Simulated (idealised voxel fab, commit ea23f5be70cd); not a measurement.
The following process module bears the name voxel self aligned contacts.
Square cell edge 5 nm, section width 185 nm, ID cut.
Cross-section spec: square-cell grid; bands listed top down; each band is one or more rows. Within each band entry, the heights of the top and of the bottom of the band appear first, in that order and in nm; the materials of the band then follow from left to right, each with its corresponding width in nm. The designation "throughout" on a single material indicates that it fills the band from edge to edge; the designation "blank" indicates empty space. Beneath 0, the wafer as received is one material, and that level is where height counting begins. The lowest band goes on downward without a bottom; it is written like "from 0 down". Width: "30..40" (first number = top row, second number = bottom row, same change from row to row of cells). "same as before", as given for a step, is the statement that not any cell of the cross-section underwent a change during that step. In "Closed void catalog" the enclosed voids are listed, meaning empty spaces of 8 cells or larger without any opening to the top. The form is width x height at distance, distance from the left edge, units nm. Whatever follows a step's settings on its line is a remark the simulator itself makes about that step. On any step carrying a mask, the "overlay nm" setting, if present on the step's line, tells how far right of its planned place the mask lay; negative values point to the left.
Process steps - plan:
1: RECEIVE | material Si
2: CONFORMAL_DEP | material SiO2 | thk nm 5
3: DIRECTIONAL_DEP | material polySi | thk nm 30
4: DIRECTIONAL_DEP | material SiN | thk nm 20
5: PATTERN | tone cover | mask id GATE | material resist | width nm 25 | pitch nm 60 | thk nm 20 | overlay nm 0
6: DIRECTIONAL_ETCH | etch materials SiN | depth nm 20
7: DIRECTIONAL_ETCH | etch materials polySi | depth nm 30
8: STRIP | etch materials resist
9: CONFORMAL_DEP | material SiN | thk nm 10
10: DIRECTIONAL_ETCH | etch materials SiN | depth nm 10
11: FILL_DEP | material SiO2 | thk nm 20
12: CMP | height nm 65
13: PATTERN | tone open | mask id CONTACT | material resist | width nm 45 | thk nm 15 | overlay nm 0
14: DIRECTIONAL_ETCH | etch materials SiO2 | depth nm 55
15: STRIP | etch materials resist
16: CONFORMAL_DEP | material TiN | thk nm 5
17: FILL_DEP | material W | thk nm 5
18: CMP | height nm 65
19: CONFORMAL_DEP | material SiCN | thk nm 5
For this document, wafers share an identical start and vary in the step 14 depth nm; the plan quotes the first wafer's value.
After step 1, as received: first of several wafers, cross-section:
- from 0 down  Si throughout
- Closed void catalog: none
The table below has one row for each wafer; a row shows, as of the end of the module, how many cells of each material the wafer has gained, marked (+), or lost, marked (-), since it was received, and then the wafer's closed voids:
depth nm 55, +37 SiCN, +120 SiN, +256 SiO2, +29 TiN, +16 W, +60 polySi, Closed void catalog: none
depth nm 60, +37 SiCN, +120 SiN, +253 SiO2, +31 TiN, +17 W, +60 polySi, Closed void catalog: none
depth nm 65, +37 SiCN, +120 SiN, +250 SiO2, +33 TiN, +18 W, +60 polySi, Closed void catalog: none
depth nm 70, +37 SiCN, +120 SiN, +250 SiO2, +33 TiN, +18 W, +60 polySi, Closed void catalog: none
depth nm 75, +37 SiCN, +120 SiN, +250 SiO2, +33 TiN, +18 W, +60 polySi, Closed void catalog: none
depth nm 80, +37 SiCN, +120 SiN, +250 SiO2, +33 TiN, +18 W, +60 polySi, Closed void catalog: none
